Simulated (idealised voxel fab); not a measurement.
The process module presented herein is designated voxel local oxidation.
The figure presents cross-section cut, which has a width of 265 nm and is divided into square cells with an edge length of 5 nm.
For the purposes of this document, a cross-section shall be understood as a grid of square cells, specified as bands listed in top-to-bottom order, each band consisting of one or more rows of cells. Read a band's entry like this: the first values are the height of its top and the height of its bottom in nm, and what follows is the sequence of materials from left to right, each with its width in nm. Note that "empty" is empty space, and that a single material marked "throughout" reaches across the band from edge to edge. Height is counted from the level 0, under which the received wafer is composed throughout of one material. The lowest of the bands is not closed at the bottom but continues downward, in the notation "0..down". The notation "30->40" denotes a width that varies across the rows of cells in the band, beginning at the first number in the top row, finishing at the second number in the bottom row, and changing by an identical amount from each row to the next. Given "left unchanged" for a step, no cell of the cross-section differs between before and after that step. Empty spaces without an open route to the top, at least 8 cells in extent, make up the entry "Sealed-off cavities"; each is given as width x height at distance, where the distance is measured from the left edge, and all are in nm. What comes after the settings on a step's line is commentary from the simulator itself on that step. overlay nm: on a step with a mask, how far right of its planned place the mask lay; negative means left.

Set out below are the planned steps of the process:
1: RECEIVE: material Si
2: OXIDIZE: depth nm 5
3: CONFORMAL_DEP: material SiN, thk nm 15
4: MASKED_ETCH: tone cover, mask id ACTIVE, width nm 100, etch materials SiN, depth nm 15, overlay nm 0
5: SELECTIVE_ETCH: etch materials SiO2, depth nm 5
6: OXIDIZE: depth nm 10
7: STRIP: etch materials SiN

The first of two wafers, run as planned:

Cross-section: wafer on arrival = after step 1:
* 0..down: Si throughout
* Sealed-off cavities: none

after step 2:
* 0..-5: SiO2 throughout
* Nothing below the height -5 has changed.

after step 3:
* 15..0: SiN throughout
* Nothing below the height 0 has changed.

after step 4:
* 15..0: 80 of empty  100 of SiN  85 of empty
* Nothing below the height 0 has changed.

after step 5:
* 15..0: 80 of empty  100 of SiN  85 of empty
* 0..-5: 85 of empty  90 of SiO2  90 of empty
* Nothing below the height -5 has changed.

after step 6:
* 15..0: 80 of empty  100 of SiN  85 of empty
* 0..-5: 85 of empty  90 of SiO2  90 of empty
* -5..-15: 95 of SiO2  70 of Si  100 of SiO2
* Nothing below the height -15 has changed.

after step 7:
* 0..-5: 85 of empty  90 of SiO2  90 of empty
* Nothing below the height -5 has changed.

Here the second wafer is described. Its start and its plan were those of the first wafer. Its run contained one mistake. Up to and including step 3, it did exactly what the first wafer did:

Cross-section of the second wafer at the time step 4 of the plan should have ended:
* 15..0: 90 of empty  100 of SiN  75 of empty
* Nothing below the height 0 has changed.

Cross-section of the second wafer at the time step 5 of the plan should have ended:
* 15..0: 90 of empty  100 of SiN  75 of empty
* 0..-5: 95 of empty  90 of SiO2  80 of empty
* Nothing below the height -5 has changed.

Cross-section of the second wafer at the time step 6 of the plan should have ended:
* 15..0: 90 of empty  100 of SiN  75 of empty
* 0..-5: 95 of empty  90 of SiO2  80 of empty
* -5..-15: 105 of SiO2  70 of Si  90 of SiO2
* Nothing below the height -15 has changed.

Cross-section of the second wafer at the time step 7 of the plan should have ended:
* 0..-5: 95 of empty  90 of SiO2  80 of empty
* Nothing below the height -5 has changed.
Run error: the process deviated at step 4: the operation and settings actually run there were MASKED_ETCH: tone cover, mask id ACTIVE, width nm 100, etch materials SiN, depth nm 15, overlay nm 10
at the end the second wafer has, in cells: as many of each material as the first, in other places
